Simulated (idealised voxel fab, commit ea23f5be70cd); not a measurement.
The name of this process module is voxel ribs on slabs.
The cross-section on display is named cut; it measures 250 nm wide, and its cells are 5 nm squares.
How to read a cross-section here: the picture is a grid of square cells, written as bands going from the top down, and any band can span one or more rows of cells.
Per band: top height and bottom height in nm, followed by the left-to-right materials and their widths in nm; "edge to edge" marks a single material spanning edge to edge, "empty" marks empty space.
Heights from 0 (as-received wafer is one material below). Bottom band endless downward, as "0 and below".
The notation "30..40" denotes a width that varies across the rows of cells in the band, beginning at the first number in the top row, finishing at the second number in the bottom row, and changing by an identical amount from each row to the next.
Step note "no change" = no cross-section cell changed.
Empty spaces counting at least 8 cells and having no open way to the top are listed in "Entrapped void list". The notation width x height at distance is used for each, the distance being from the left edge and all three values in nm.
Past the settings on a step's line: simulator remark, on that step.
overlay nm, on a step with a mask: how far to the right of its planned place the mask lay; to the left if negative

Intended process steps
1: op RECEIVE | material Si
2: op DIRECTIONAL_DEP | material SiO2 | thk nm 30
3: op DIRECTIONAL_DEP | material polySi | thk nm 20
4: op PATTERN | tone cover | mask id RIB | material resist | width nm 30 | thk nm 20 | overlay nm 0
5: op DIRECTIONAL_ETCH | etch materials polySi | depth nm 5
6: op STRIP | etch materials resist
7: op MASKED_ETCH | tone cover | mask id SLAB | width nm 90 | etch materials polySi | depth nm 15 | overlay nm 0
8: op FILL_DEP | material SiO2 | thk nm 15
9: op CMP | height nm 60
10: op DIRECTIONAL_DEP | material TiN | thk nm 5
11: op DIRECTIONAL_DEP | material aC | thk nm 10
12: op PATTERN | tone cover | mask id HEATER | material resist | width nm 40 | thk nm 25 | overlay nm 0
13: op DIRECTIONAL_ETCH | etch materials aC | depth nm 10
14: op STRIP | etch materials resist
15: op DIRECTIONAL_ETCH | etch materials TiN | depth nm 5
16: op STRIP | etch materials aC
17: op CONFORMAL_DEP | material SiO2 | thk nm 10

Wafer at receipt (post step 1), cross-section
* 0 and below  Si edge to edge
* Entrapped void list: none

What the wafer looks like in cross-section after this module, when it starts as shown above and follows the plan above but one mistake is made in running it
* 75 down to 70  empty 95 nm | SiO2 60 nm | empty 95 nm
* 70 down to 65  SiO2 edge to edge
* 65 down to 60  SiO2 105 nm | TiN 40 nm | SiO2 105 nm
* 60 down to 50  SiO2 edge to edge
* 50 down to 45  SiO2 110 nm | polySi 30 nm | SiO2 110 nm
* 45 down to 30  SiO2 85 nm | polySi 90 nm | SiO2 75 nm
* 30 down to 0  SiO2 edge to edge
* 0 and below  Si edge to edge
* Entrapped void list: none
Error vs. plan: step 7 went in with a setting other than planned; the actual run was op MASKED_ETCH | tone cover | mask id SLAB | width nm 90 | etch materials polySi | depth nm 15 | overlay nm 5
